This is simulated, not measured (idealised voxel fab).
Process module in this document: voxel air gaps
It is cross-section cut that appears here, measuring 300 nm in width, its square cells being 5 nm in size.
A cross-section is written here as square cells arranged in a grid, and it is given in bands from the top down, each band taking up one or more rows of cells. What a band's entry tells you: where the top is and where the bottom is, as heights in nm, and after that what lies inside, material by material from left to right, each with its width in nm. Empty space is written as the word "air", and a single material marked with the word "everywhere" occupies the band from edge to edge. All heights in this document are referenced to 0, defined as the level beneath which the wafer, as received, consists entirely of one material. The lowest band is not bounded below; it extends indefinitely downward and is written in the form "0 down". The width entry "30 to 40" should be interpreted row by row: the top row of cells in the band takes the first number, the bottom row takes the second number, and the change between adjacent rows is uniform throughout. "everything unchanged" means the step left every cell of the cross-section as it was. "Completely sealed voids" contains a list of empty spaces, each no smaller than 8 cells and without an open way to the top, written in the form width x height at distance with the distance from the left edge and all three in nm. Past the settings on a step's line: simulator remark, on that step. The line of a step may include "overlay nm". On a step with a mask, this value is how far to the right of its planned place the mask lay. A negative value means the mask lay to the left.
The process steps that were planned are listed below:
1. RECEIVE (material Si)
2. CONFORMAL_DEP (material SiO2; thk nm 10)
3. CONFORMAL_DEP (material SiCN; thk nm 5)
4. DIRECTIONAL_DEP (material SiO2; thk nm 40)
5. MASKED_ETCH (tone open; mask id LINES; width nm 25; pitch nm 50; etch materials SiO2; depth nm 40; overlay nm 0)
6. CONFORMAL_DEP (material TiN; thk nm 5)
7. FILL_DEP (material Ru; thk nm 10)
8. CMP (height nm 55)
9. EPI (material Ru; thk nm 10)
10. SELECTIVE_ETCH (etch materials SiO2; depth nm 50)
11. CONFORMAL_DEP (material SiCN; thk nm 5)
As-received wafer cross-section (after step 1):
  0 down = Si everywhere
  Completely sealed voids: none
Cross-section, end of module. Start: as above. Plan: as above. Execution: one mistake:
  60 to 10 = SiCN everywhere
  10 to 0 = SiO2 everywhere
  0 down = Si everywhere
  Completely sealed voids: none
Deviation from plan: it should be noted that step 4 was executed with settings other than those planned, the operation and settings actually applied being DIRECTIONAL_DEP (material SiCN; thk nm 40)
